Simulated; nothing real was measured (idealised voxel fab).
process module | voxel lift off
cross-section cut | 170 nm wide | cells 5 nm
A cross-section is a grid of square cells, given in bands from the top down. A band is one or more rows of cells.
Each band's line starts with the height of the band's top and of its bottom, in nm. Then come its materials from left to right, each with its width in nm. One material with "throughout" fills the band from edge to edge. "air" is empty space.
Height 0 is the level under which the wafer as received is all one material. The lowest band goes on downwards, as in "0 down".
A width such as "30 to 40" changes by the same amount from each row of cells to the next, from the band's top row to its bottom row.
"no change" after a step means that no cell of the cross-section changed.
closed voids: empty space of 8 cells or more with no open way to the top, each as width x height at its distance from the left edge, in nm
after a step's settings: what the simulator itself notes on the step
overlay nm, on a step with a mask: how far to the right of its planned place the mask lay; to the left if negative
plan
1 op RECEIVE | material Si
2 op CONFORMAL_DEP | material SiN | thk nm 5
3 op PATTERN | tone open | mask id LINES | material resist | width nm 20 | pitch nm 50 | thk nm 25 | overlay nm 0
4 op DIRECTIONAL_DEP | material Ru | thk nm 10
5 op STRIP | etch materials resist
6 op CONFORMAL_DEP | material SiCN | thk nm 5
first wafer, as planned
as received, after step 1
  0 down: Si throughout
  closed voids: none
after step 2
  5 to 0: SiN throughout
  below 0: unchanged
after step 3
  30 to 5: resist 50 | air 20 | resist 30 | air 20 | resist 50
  below 5: unchanged
after step 4
  40 to 30: Ru 50 | air 20 | Ru 30 | air 20 | Ru 50
  30 to 15: resist 50 | air 20 | resist 30 | air 20 | resist 50
  15 to 5: resist 50 | Ru 20 | resist 30 | Ru 20 | resist 50
  below 5: unchanged
after step 5
  15 to 5: air 50 | Ru 20 | air 30 | Ru 20 | air 50
  below 5: unchanged
after step 6
  20 to 15: air 45 | SiCN 30 | air 20 | SiCN 30 | air 45
  15 to 10: air 45 | SiCN 5 | Ru 20 | SiCN 5 | air 20 | SiCN 5 | Ru 20 | SiCN 5 | air 45
  10 to 5: SiCN 50 | Ru 20 | SiCN 30 | Ru 20 | SiCN 50
  below 5: unchanged
second wafer: like start, like plan, one mistake. Through step 2 it matches the first wafer
when step 3 should have ended
  30 to 5: resist 55 | air 15 | resist 35 | air 15 | resist 50
  below 5: unchanged
when step 4 should have ended
  40 to 30: Ru 55 | air 15 | Ru 35 | air 15 | Ru 50
  30 to 15: resist 55 | air 15 | resist 35 | air 15 | resist 50
  15 to 5: resist 55 | Ru 15 | resist 35 | Ru 15 | resist 50
  below 5: unchanged
when step 5 should have ended
  15 to 5: air 55 | Ru 15 | air 35 | Ru 15 | air 50
  below 5: unchanged
when step 6 should have ended
  20 to 15: air 50 | SiCN 25 | air 25 | SiCN 25 | air 45
  15 to 10: air 50 | SiCN 5 | Ru 15 | SiCN 5 | air 25 | SiCN 5 | Ru 15 | SiCN 5 | air 45
  10 to 5: SiCN 55 | Ru 15 | SiCN 35 | Ru 15 | SiCN 50
  below 5: unchanged
what went wrong: step 3 ran as: op PATTERN | tone open | mask id LINES | material resist | width nm 15 | pitch nm 50 | thk nm 25 | overlay nm 0
at the end the second wafer has, in cells: 4 fewer of Ru
